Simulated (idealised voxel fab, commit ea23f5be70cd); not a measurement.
process module | voxel ribs on slabs
Square cell edge 5 nm, section width 240 nm, ID cut.
Notation: cross-section as square-cell grid; stated in bands, top first, going down; one or more cell rows per band. Band: top height; bottom height; in nm. Then, left to right: material with width in nm, for each material. "throughout": a single material spanning edge to edge. "air": empty space. All heights in this document are referenced to 0, defined as the level beneath which the wafer, as received, consists entirely of one material. The lowest band is not bounded below; it extends indefinitely downward and is written in the form "0..down". Note: "30 to 40" means the width goes from the first number (top row of the band) to the second number (bottom row) in equal steps per row of cells. Take "no change occurred" at face value: in the step it is given for, the cross-section changed in none of its cells. "Closed void inventory" means: voids of 8 cells or more that are shut off from the top with no open way through. Written width x height at distance, distance from the left edge, in nm. Formally, on a step line, whatever follows the settings is a remark that the simulator itself makes on the step. overlay nm: mask offset rightward from planned place, masked step; negative means leftward offset.
# Here's what the planned process steps look like
1 RECEIVE with material Si
2 DIRECTIONAL_DEP with material SiO2, thk nm 25
3 DIRECTIONAL_DEP with material polySi, thk nm 20
4 PATTERN with tone cover, mask id RIB, material resist, width nm 25, thk nm 15, overlay nm 0
5 DIRECTIONAL_ETCH with etch materials polySi, depth nm 5
6 STRIP with etch materials resist
7 PATTERN with tone cover, mask id SLAB, material resist, width nm 75, thk nm 20, overlay nm 0
8 DIRECTIONAL_ETCH with etch materials polySi, depth nm 15
9 STRIP with etch materials resist
10 FILL_DEP with material SiO2, thk nm 25
11 CMP with height nm 65
12 DIRECTIONAL_DEP with material TiN, thk nm 10
13 MASKED_ETCH with tone cover, mask id HEATER, width nm 35, etch materials TiN, depth nm 10, overlay nm 0
14 CONFORMAL_DEP with material SiO2, thk nm 5
# Incoming wafer, cross-sectional view, post step 1
    0..down: Si throughout
    Closed void inventory: none
# The module was run from the start shown above using the plan shown above, but one mistake was made doing it; the resulting wafer cross-section is below
    80..75: 95 of air; 45 of SiO2; 100 of air
    75..70: 95 of air; 5 of SiO2; 35 of TiN; 5 of SiO2; 100 of air
    70..65: 100 of SiO2; 35 of TiN; 105 of SiO2
    65..40: SiO2 throughout
    40..30: 80 of polySi; 75 of SiO2; 85 of polySi
    30..25: 80 of polySi; 25 of SiO2; 25 of polySi; 25 of SiO2; 85 of polySi
    25..0: SiO2 throughout
    0..down: Si throughout
    Closed void inventory: none
Diagnosis: step 7 changed vs plan, executed as PATTERN with tone open, mask id SLAB, material resist, width nm 75, thk nm 20, overlay nm 0
